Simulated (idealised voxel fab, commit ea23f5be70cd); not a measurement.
process module | voxel wiring stack
cross-section cut | 210 nm wide | cells 5 nm
A cross-section is a grid of square cells, given in bands from the top down. A band is one or more rows of cells.
Each band's line starts with the height of the band's top and of its bottom, in nm. Then come its materials from left to right, each with its width in nm. One material with "throughout" fills the band from edge to edge. "air" is empty space.
Height 0 is the level under which the wafer as received is all one material. The lowest band goes on downwards, as in "0 down".
A width such as "30 to 40" changes by the same amount from each row of cells to the next, from the band's top row to its bottom row.
"no change" after a step means that no cell of the cross-section changed.
closed voids: empty space of 8 cells or more with no open way to the top, each as width x height at its distance from the left edge, in nm
after a step's settings: what the simulator itself notes on the step
overlay nm, on a step with a mask: how far to the right of its planned place the mask lay; to the left if negative
plan
1 op RECEIVE | material Si
2 op CONFORMAL_DEP | material SiO2 | thk nm 15
3 op CONFORMAL_DEP | material SiCN | thk nm 5
4 op DIRECTIONAL_DEP | material SiO2 | thk nm 25
5 op PATTERN | tone open | mask id METAL_1 | material resist | width nm 20 | pitch nm 35 | thk nm 20 | overlay nm 0
6 op DIRECTIONAL_ETCH | etch materials SiO2 | depth nm 25
7 op DIRECTIONAL_ETCH | etch materials SiCN | depth nm 5
8 op STRIP | etch materials resist
9 op CONFORMAL_DEP | material TiN | thk nm 5
10 op FILL_DEP | material Cu | thk nm 5
11 op CMP | height nm 45
12 op CONFORMAL_DEP | material SiCN | thk nm 5
13 op DIRECTIONAL_DEP | material SiO2 | thk nm 30
14 op DIRECTIONAL_DEP | material aC | thk nm 10
15 op PATTERN | tone open | mask id METAL_2_HOLES | material resist | width nm 15 | pitch nm 35 | thk nm 25 | overlay nm 0
16 op DIRECTIONAL_ETCH | etch materials aC | depth nm 10
17 op STRIP | etch materials resist
18 op DIRECTIONAL_ETCH | etch materials SiO2 | depth nm 30
19 op STRIP | etch materials aC
20 op DIRECTIONAL_DEP | material aC | thk nm 15
21 op PATTERN | tone open | mask id METAL_2 | material resist | width nm 20 | pitch nm 35 | thk nm 30 | overlay nm 0
22 op DIRECTIONAL_ETCH | etch materials aC | depth nm 15
23 op STRIP | etch materials resist
24 op DIRECTIONAL_ETCH | etch materials SiO2 | depth nm 20
25 op DIRECTIONAL_ETCH | etch materials SiCN | depth nm 5
26 op STRIP | etch materials aC
27 op CONFORMAL_DEP | material TiN | thk nm 5
28 op FILL_DEP | material Cu | thk nm 10
29 op CMP | height nm 80
30 op CONFORMAL_DEP | material SiCN | thk nm 5
31 op DIRECTIONAL_DEP | material SiO2 | thk nm 30
32 op MASKED_ETCH | tone open | mask id METAL_3_HOLES | width nm 15 | pitch nm 70 | etch materials SiO2 | depth nm 30 | overlay nm 0
33 op DIRECTIONAL_DEP | material aC | thk nm 15
34 op PATTERN | tone open | mask id METAL_3 | material resist | width nm 20 | pitch nm 35 | thk nm 35 | overlay nm 0
35 op DIRECTIONAL_ETCH | etch materials aC | depth nm 15
36 op STRIP | etch materials resist
37 op DIRECTIONAL_ETCH | etch materials SiO2 | depth nm 20
38 op DIRECTIONAL_ETCH | etch materials SiCN | depth nm 5
39 op STRIP | etch materials aC
40 op CONFORMAL_DEP | material TiN | thk nm 5
41 op FILL_DEP | material Cu | thk nm 5
42 op CMP | height nm 115
43 op CONFORMAL_DEP | material SiCN | thk nm 5
as received, after step 1
  0 down: Si throughout
  closed voids: none
a wafer at the end: this start, this plan, one mistake
  120 to 115: SiCN throughout
  115 to 100: SiO2 40 | TiN 5 | Cu 10 | TiN 5 | SiO2 15 | TiN 5 | Cu 10 | TiN 5 | SiO2 15 | TiN 5 | Cu 10 | TiN 5 | SiO2 15 | TiN 5 | Cu 10 | TiN 5 | SiO2 45
  100 to 95: SiO2 40 | TiN 5 | Cu 5 | TiN 10 | SiO2 15 | TiN 20 | SiO2 15 | TiN 5 | Cu 5 | TiN 10 | SiO2 15 | TiN 20 | SiO2 45
  95 to 85: SiO2 40 | TiN 5 | Cu 5 | TiN 5 | SiO2 55 | TiN 5 | Cu 5 | TiN 5 | SiO2 85
  85 to 80: SiCN 40 | TiN 15 | SiCN 55 | TiN 15 | SiCN 85
  80 to 75: SiCN 40 | TiN 20 | SiCN 15 | TiN 20 | SiCN 15 | TiN 20 | SiCN 15 | TiN 20 | SiCN 45
  75 to 45: SiO2 throughout
  45 to 20: SiO2 40 | TiN 5 | Cu 10 | TiN 5 | SiO2 15 | TiN 5 | Cu 10 | TiN 5 | SiO2 15 | TiN 5 | Cu 10 | TiN 5 | SiO2 15 | TiN 5 | Cu 10 | TiN 5 | SiO2 45
  20 to 15: SiCN 40 | TiN 20 | SiCN 15 | TiN 20 | SiCN 15 | TiN 20 | SiCN 15 | TiN 20 | SiCN 45
  15 to 0: SiO2 throughout
  0 down: Si throughout
  closed voids: none
what went wrong: steps 12 and 13 were swapped
